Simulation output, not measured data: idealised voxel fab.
Documented hereafter: the process module known as voxel ribs on slabs.
Section cut is 235 nm wide and gridded with 5 nm square cells.
In what follows, cross-sections appear as grids of square cells, described through bands that run from the top down, where every band is one or more rows of cells. For a band, the entry starts with two heights in nm, that of the top and then that of the bottom, and carries on with the band's materials in order from left to right, each alongside its width in nm; the word "edge to edge" beside a single material means it fills the band edge to edge, and "empty" means empty space. The reference from which all heights are counted is 0, the level beneath which the as-received wafer is entirely one material; the lowest band, having no lower bound, proceeds downward and is written after the example "0 nm and below". A width given as "30..40" starts at the first number in the band's top row and ends at the second number in its bottom row, shifting by an equal amount at every step from row to row. "no modifications" after a step means that no cell of the cross-section changed. You'll see "Unvented voids" listing empty spaces that have no way open to the top, as long as they're 8 cells or more; the notation is width x height at distance, where the distance is from the left edge, and all of it is in nm. That trailing text on a step's line, after the settings, is the simulator's own remark on the step. "overlay nm" denotes, for a step that has a mask, the displacement of the mask to the right of its planned place, with negative values corresponding to the left.
### The process steps that were planned are listed below
- 1: RECEIVE, material Si
- 2: DIRECTIONAL_DEP, material SiO2, thk nm 30
- 3: DIRECTIONAL_DEP, material polySi, thk nm 15
- 4: MASKED_ETCH, tone cover, mask id RIB, width nm 30, etch materials polySi, depth nm 10, overlay nm -15
- 5: PATTERN, tone cover, mask id SLAB, material resist, width nm 90, thk nm 15, overlay nm 0
- 6: DIRECTIONAL_ETCH, etch materials polySi, depth nm 5
- 7: STRIP, etch materials resist
- 8: FILL_DEP, material SiO2, thk nm 15
- 9: CMP, height nm 55
- 10: DIRECTIONAL_DEP, material TiN, thk nm 5
- 11: DIRECTIONAL_DEP, material aC, thk nm 10
- 12: PATTERN, tone cover, mask id HEATER, material resist, width nm 40, thk nm 25, overlay nm 0
- 13: DIRECTIONAL_ETCH, etch materials aC, depth nm 10
- 14: STRIP, etch materials resist
- 15: DIRECTIONAL_ETCH, etch materials TiN, depth nm 5
- 16: STRIP, etch materials aC
- 17: CONFORMAL_DEP, material SiN, thk nm 10
The wafers are alike at the start. At step 4, their overlay nm differs. The plan lists the first wafer's value.
### Cross-section: the first of several wafers in its as-received state, i.e. following step 1
    0 nm and below  Si edge to edge
    Unvented voids: none
### Wafer cross-section (first of several) - module end, post step 17 (last step)
    70 nm to 65 nm  85 empty | 60 SiN | 90 empty
    65 nm to 60 nm  SiN edge to edge
    60 nm to 55 nm  95 SiN | 40 TiN | 100 SiN
    55 nm to 45 nm  SiO2 edge to edge
    45 nm to 35 nm  85 SiO2 | 30 polySi | 120 SiO2
    35 nm to 30 nm  70 SiO2 | 90 polySi | 75 SiO2
    30 nm to 0 nm  SiO2 edge to edge
    0 nm and below  Si edge to edge
    Unvented voids: none
### Sectional view of the last wafer upon completion of the module
    70 nm to 65 nm  85 empty | 60 SiN | 90 empty
    65 nm to 60 nm  SiN edge to edge
    60 nm to 55 nm  95 SiN | 40 TiN | 100 SiN
    55 nm to 45 nm  SiO2 edge to edge
    45 nm to 35 nm  115 SiO2 | 30 polySi | 90 SiO2
    35 nm to 30 nm  70 SiO2 | 90 polySi | 75 SiO2
    30 nm to 0 nm  SiO2 edge to edge
    0 nm and below  Si edge to edge
    Unvented voids: none
### The rows of the table below are wafers. Looking at the end of the module, a row counts, for every material, the cells the wafer has gained, shown as (+), or lost, shown as (-), since it was received; its closed voids come next
overlay nm -15; +98 SiN; +487 SiO2; +8 TiN; +30 polySi; Unvented voids: none
overlay nm -10; +98 SiN; +487 SiO2; +8 TiN; +30 polySi; Unvented voids: none
overlay nm -5; +98 SiN; +487 SiO2; +8 TiN; +30 polySi; Unvented voids: none
overlay nm 0; +98 SiN; +487 SiO2; +8 TiN; +30 polySi; Unvented voids: none
overlay nm 5; +98 SiN; +487 SiO2; +8 TiN; +30 polySi; Unvented voids: none
overlay nm 10; +98 SiN; +487 SiO2; +8 TiN; +30 polySi; Unvented voids: none
overlay nm 15; +98 SiN; +487 SiO2; +8 TiN; +30 polySi; Unvented voids: none
